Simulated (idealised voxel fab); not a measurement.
Process module, titled voxel local oxidation
The cross-section on display is named cut; it measures 240 nm wide, and its cells are 5 nm squares.
Cross-section format: a grid of square cells, given as bands from top to bottom; each band is one or more rows of cells.
A band entry consists of two parts. The first gives the height of the band's top and the height of its bottom, in nm. The rest lists the band's materials from left to right, each with its width in nm. A single material labelled with the word "throughout" fills the band from edge to edge, and the word "blank" marks empty space.
The reference from which all heights are counted is 0, the level beneath which the as-received wafer is entirely one material; the lowest band, having no lower bound, proceeds downward and is written after the example "z 0 and below".
Width "30->40": first value at the band's top row of cells, second value at its bottom row, equal change from row to row.
Where a step carries "no modification", the cross-section came out of it unchanged, cell for cell.
"Voids, enclosed" specifies each empty space that is not open to the top and that occupies no fewer than 8 cells, using the form width x height at distance, the distance measured from the left edge and all three quantities in nm.
Whatever follows a step's settings on its line is a remark the simulator itself makes about that step.
overlay nm: how far to the right of its planned place the mask lay on this masked step (negative: to the left).
Listed below are the process steps as planned
1,RECEIVE with material Si
2,CONFORMAL_DEP with material SiO2, thk nm 5
3,CONFORMAL_DEP with material SiN, thk nm 10
4,DIRECTIONAL_DEP with material aC, thk nm 15
5,PATTERN with tone cover, mask id ACTIVE, material resist, width nm 105, thk nm 30, overlay nm 0
6,DIRECTIONAL_ETCH with etch materials aC, depth nm 15
7,STRIP with etch materials resist
8,DIRECTIONAL_ETCH with etch materials SiN, depth nm 10
9,STRIP with etch materials aC
10,SELECTIVE_ETCH with etch materials SiO2, depth nm 5
11,OXIDIZE with depth nm 10
12,STRIP with etch materials SiN
Be aware that, although all wafers share a common starting state, the width nm at step 5 differs among them, and the plan displays the first wafer's value.
Here's the first of the wafers in cross-section, just as we got it, i.e. after step 1
> z 0 and below  Si throughout
> Voids, enclosed: none
Cross-section of the first of several wafers once the module has run through its last step, step 12
> z 5 to 0  blank=70, then SiO2=95, then blank=75
> z 0 to -10  SiO2=80, then Si=75, then SiO2=85
> z -10 and below  Si throughout
> Voids, enclosed: none
Last-wafer cross-section at the end of the module
> z 5 to 0  blank=60, then SiO2=120, then blank=60
> z 0 to -10  SiO2=70, then Si=100, then SiO2=70
> z -10 and below  Si throughout
> Voids, enclosed: none
wafer rows; end of module; cells per material since receipt: (+) gained, (-) lost; then closed voids
width nm 105; -66 Si; +85 SiO2; Voids, enclosed: none
width nm 110; -64 Si; +84 SiO2; Voids, enclosed: none
width nm 115; -62 Si; +83 SiO2; Voids, enclosed: none
width nm 120; -60 Si; +82 SiO2; Voids, enclosed: none
width nm 125; -58 Si; +81 SiO2; Voids, enclosed: none
width nm 130; -56 Si; +80 SiO2; Voids, enclosed: none
